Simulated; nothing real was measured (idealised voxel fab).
A process module follows: voxel self aligned contacts.
Xsec cut, 170 nm wide, square cell size 5 nm.
For the purposes of this document, a cross-section shall be understood as a grid of square cells, specified as bands listed in top-to-bottom order, each band consisting of one or more rows of cells.
In this notation a band is specified by the heights of its top and bottom, in that order and in nm, after which its materials appear from left to right, each paired with its width in nm. The word "full width" attached to a single material means that material fills the band from edge to edge; the word "empty" stands for empty space.
It should be noted that heights are counted from 0, beneath which the wafer as supplied is of one material throughout, and that the lowest band possesses no lower boundary but continues downward, as written in "0..down".
Quick explanation for "30 to 40": the width changes in equal steps down the rows of cells, from the first number in the band's top row to the second number in its bottom row.
Step marked "identical to before"? Then no cell in the cross-section changed in it.
This entry, "Voids, enclosed", enumerates those empty regions of no fewer than 8 cells that possess no open connection to the top. Each region is reported in the form width x height at distance, the distance being taken from the left edge, with all three quantities expressed in nm.
On each step's line, the part that comes after the settings is the simulator's own comment on the step.
A step line may carry the setting "overlay nm", which, for steps involving a mask, states the distance by which the mask lay to the right of its intended position; negative values denote displacement to the left.
THIS SECTION LISTS THE PROCESS STEPS THAT WERE PLANNED
step 1: RECEIVE | material Si
step 2: CONFORMAL_DEP | material SiO2 | thk nm 5
step 3: DIRECTIONAL_DEP | material polySi | thk nm 30
step 4: DIRECTIONAL_DEP | material SiN | thk nm 15
step 5: DIRECTIONAL_DEP | material aC | thk nm 10
step 6: PATTERN | tone cover | mask id GATE | material resist | width nm 25 | pitch nm 55 | thk nm 30 | overlay nm 0
step 7: DIRECTIONAL_ETCH | etch materials aC | depth nm 10
step 8: STRIP | etch materials resist
step 9: DIRECTIONAL_ETCH | etch materials SiN | depth nm 15
step 10: DIRECTIONAL_ETCH | etch materials polySi | depth nm 30
step 11: STRIP | etch materials aC
step 12: CONFORMAL_DEP | material SiN | thk nm 5
step 13: DIRECTIONAL_ETCH | etch materials SiN | depth nm 5
step 14: FILL_DEP | material SiO2 | thk nm 20
step 15: CMP | height nm 60
step 16: MASKED_ETCH | tone open | mask id CONTACT | width nm 40 | pitch nm 55 | etch materials SiO2 | depth nm 60 | overlay nm 0
step 17: CONFORMAL_DEP | material TiN | thk nm 5
step 18: FILL_DEP | material W | thk nm 10
step 19: CMP | height nm 60
step 20: CONFORMAL_DEP | material SiCN | thk nm 5
WAFER AS RECEIVED: CROSS-SECTION FOLLOWING STEP 1
> 0..down: Si full width
> Voids, enclosed: none
POST-MODULE CROSS-SECTION: IDENTICAL START AND PLAN TO THOSE ABOVE, ONE MISSTEP IN EXECUTION
> 65..60: SiCN full width
> 60..50: 35 of SiO2 | 5 of TiN | 30 of W | 5 of TiN | 15 of SiO2 | 5 of TiN | 30 of W | 5 of TiN | 40 of SiO2
> 50..45: 35 of SiO2 | 15 of TiN | 10 of W | 15 of TiN | 15 of SiO2 | 15 of TiN | 10 of W | 15 of TiN | 40 of SiO2
> 45..30: 10 of SiO2 | 35 of SiN | 5 of TiN | 10 of W | 5 of TiN | 35 of SiN | 5 of TiN | 10 of W | 5 of TiN | 35 of SiN | 15 of SiO2
> 30..5: 10 of SiO2 | 5 of SiN | 25 of polySi | 5 of SiN | 5 of TiN | 10 of W | 5 of TiN | 5 of SiN | 25 of polySi | 5 of SiN | 5 of TiN | 10 of W | 5 of TiN | 5 of SiN | 25 of polySi | 5 of SiN | 15 of SiO2
> 5..0: 10 of SiO2 | 5 of SiN | 25 of polySi | 5 of SiN | 20 of TiN | 5 of SiN | 25 of polySi | 5 of SiN | 20 of TiN | 5 of SiN | 25 of polySi | 5 of SiN | 15 of SiO2
> 0..down: Si full width
> Voids, enclosed: none
Heads up, the wafer didn't run the way we planned it: skipped: plan step 2 (never run)
